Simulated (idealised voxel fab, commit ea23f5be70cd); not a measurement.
process module | voxel fin reveal
cross-section cut | 185 nm wide | cells 5 nm
A cross-section is a grid of square cells, given in bands from the top down. A band is one or more rows of cells.
Each band's line starts with the height of the band's top and of its bottom, in nm. Then come its materials from left to right, each with its width in nm. One material with "throughout" fills the band from edge to edge. "air" is empty space.
Height 0 is the level under which the wafer as received is all one material. The lowest band goes on downwards, as in "0 down".
A width such as "30 to 40" changes by the same amount from each row of cells to the next, from the band's top row to its bottom row.
"no change" after a step means that no cell of the cross-section changed.
closed voids: empty space of 8 cells or more with no open way to the top, each as width x height at its distance from the left edge, in nm
after a step's settings: what the simulator itself notes on the step
overlay nm, on a step with a mask: how far to the right of its planned place the mask lay; to the left if negative
plan
1 op RECEIVE | material Si
2 op CONFORMAL_DEP | material SiN | thk nm 10
3 op MASKED_ETCH | tone cover | mask id FINS | width nm 15 | pitch nm 35 | etch materials SiN | depth nm 10 | overlay nm 0
4 op MASKED_ETCH | tone cover | mask id FINS | width nm 15 | pitch nm 35 | etch materials Si | depth nm 40 | overlay nm 0
5 op FILL_DEP | material SiO2 | thk nm 5
6 op CMP | height nm 10
7 op SELECTIVE_ETCH | etch materials SiO2 | depth nm 30
8 op STRIP | etch materials SiN
9 op CONFORMAL_DEP | material HfO2 | thk nm 5
as received, after step 1
  0 down: Si throughout
  closed voids: none
first wafer at the end, as planned
  5 to 0: air 60 | HfO2 25 | air 10 | HfO2 25 | air 65
  0 to -15: air 60 | HfO2 5 | Si 15 | HfO2 5 | air 10 | HfO2 5 | Si 15 | HfO2 5 | air 65
  -15 to -20: HfO2 65 | Si 15 | HfO2 20 | Si 15 | HfO2 70
  -20 to -40: SiO2 65 | Si 15 | SiO2 20 | Si 15 | SiO2 70
  -40 down: Si throughout
  closed voids: none
second wafer at the end: like start, like plan, one mistake
  5 to 0: air 60 | HfO2 25 | air 10 | HfO2 25 | air 65
  0 to -15: air 60 | HfO2 5 | Si 15 | HfO2 5 | air 10 | HfO2 5 | Si 15 | HfO2 5 | air 65
  -15 to -20: HfO2 65 | Si 15 | HfO2 20 | Si 15 | HfO2 70
  -20 to -50: SiO2 65 | Si 15 | SiO2 20 | Si 15 | SiO2 70
  -50 down: Si throughout
  closed voids: none
what went wrong: step 4 ran as: op MASKED_ETCH | tone cover | mask id FINS | width nm 15 | pitch nm 35 | etch materials Si | depth nm 50 | overlay nm 0
at the end the second wafer has, in cells: 62 fewer of Si | 62 more of SiO2
